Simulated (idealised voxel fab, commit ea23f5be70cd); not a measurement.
process module | voxel gate over fins
cross-section cut | 240 nm wide | cells 5 nm
A cross-section is a grid of square cells, given in bands from the top down. A band is one or more rows of cells.
Each band's line starts with the height of the band's top and of its bottom, in nm. Then come its materials from left to right, each with its width in nm. One material with "throughout" fills the band from edge to edge. "air" is empty space.
Height 0 is the level under which the wafer as received is all one material. The lowest band goes on downwards, as in "0 down".
A width such as "30 to 40" changes by the same amount from each row of cells to the next, from the band's top row to its bottom row.
"no change" after a step means that no cell of the cross-section changed.
closed voids: empty space of 8 cells or more with no open way to the top, each as width x height at its distance from the left edge, in nm
after a step's settings: what the simulator itself notes on the step
overlay nm, on a step with a mask: how far to the right of its planned place the mask lay; to the left if negative
plan
1 op RECEIVE | material Si
2 op CONFORMAL_DEP | material SiN | thk nm 10
3 op MASKED_ETCH | tone cover | mask id FINS | width nm 15 | pitch nm 55 | etch materials SiN | depth nm 10 | overlay nm 0
4 op MASKED_ETCH | tone cover | mask id FINS | width nm 15 | pitch nm 55 | etch materials Si | depth nm 30 | overlay nm 0
5 op FILL_DEP | material SiO2 | thk nm 10
6 op CMP | height nm 10
7 op PATTERN | tone open | mask id RAIL | material resist | width nm 15 | thk nm 20 | overlay nm 0
8 op DIRECTIONAL_ETCH | etch materials SiO2 | depth nm 35
9 op STRIP | etch materials resist
10 op CONFORMAL_DEP | material TiN | thk nm 5
11 op FILL_DEP | material Ru | thk nm 5
12 op CMP | height nm 10
13 op SELECTIVE_ETCH | etch materials W Ru TiN | depth nm 30
14 op FILL_DEP | material SiO2 | thk nm 5
15 op CMP | height nm 10
16 op SELECTIVE_ETCH | etch materials SiO2 | depth nm 20
17 op STRIP | etch materials SiN
18 op CONFORMAL_DEP | material HfO2 | thk nm 5
19 op CONFORMAL_DEP | material TiN | thk nm 5
20 op FILL_DEP | material W | thk nm 10
21 op CMP | height nm 15
22 op CONFORMAL_DEP | material SiCN | thk nm 10
as received, after step 1
  0 down: Si throughout
  closed voids: none
first wafer at the end, as planned
  25 to 15: SiCN throughout
  15 to 10: W throughout
  10 to 5: W 45 | TiN 35 | W 20 | TiN 35 | W 20 | TiN 35 | W 50
  5 to 0: W 45 | TiN 5 | HfO2 25 | TiN 5 | W 20 | TiN 5 | HfO2 25 | TiN 5 | W 20 | TiN 5 | HfO2 25 | TiN 5 | W 50
  0 to -5: TiN 50 | HfO2 5 | Si 15 | HfO2 5 | TiN 30 | HfO2 5 | Si 15 | HfO2 5 | TiN 30 | HfO2 5 | Si 15 | HfO2 5 | TiN 55
  -5 to -10: HfO2 55 | Si 15 | HfO2 40 | Si 15 | HfO2 40 | Si 15 | HfO2 60
  -10 to -20: SiO2 55 | Si 15 | SiO2 40 | Si 15 | SiO2 40 | Si 15 | SiO2 60
  -20 to -25: SiO2 55 | Si 15 | SiO2 10 | TiN 15 | SiO2 15 | Si 15 | SiO2 40 | Si 15 | SiO2 60
  -25 to -30: SiO2 55 | Si 15 | SiO2 40 | Si 15 | SiO2 40 | Si 15 | SiO2 60
  -30 down: Si throughout
  closed voids: none
second wafer at the end: like start, like plan, one mistake
  25 to 15: SiCN throughout
  15 to 10: W throughout
  10 to 5: W 45 | TiN 35 | W 20 | TiN 35 | W 20 | TiN 35 | W 50
  5 to 0: W 45 | TiN 5 | HfO2 25 | TiN 5 | W 20 | TiN 5 | HfO2 25 | TiN 5 | W 20 | TiN 5 | HfO2 25 | TiN 5 | W 50
  0 to -5: TiN 50 | HfO2 5 | Si 15 | HfO2 5 | TiN 30 | HfO2 5 | Si 15 | HfO2 5 | TiN 30 | HfO2 5 | Si 15 | HfO2 5 | TiN 55
  -5 to -10: HfO2 55 | Si 15 | HfO2 40 | Si 15 | HfO2 40 | Si 15 | HfO2 60
  -10 to -20: SiO2 55 | Si 15 | SiO2 40 | Si 15 | SiO2 40 | Si 15 | SiO2 60
  -20 to -25: SiO2 55 | Si 15 | SiO2 10 | TiN 20 | SiO2 10 | Si 15 | SiO2 40 | Si 15 | SiO2 60
  -25 to -30: SiO2 55 | Si 15 | SiO2 40 | Si 15 | SiO2 40 | Si 15 | SiO2 60
  -30 down: Si throughout
  closed voids: none
what went wrong: step 7 ran as: op PATTERN | tone open | mask id RAIL | material resist | width nm 20 | thk nm 20 | overlay nm 0
at the end the second wafer has, in cells: 1 fewer of SiO2 | 1 more of TiN
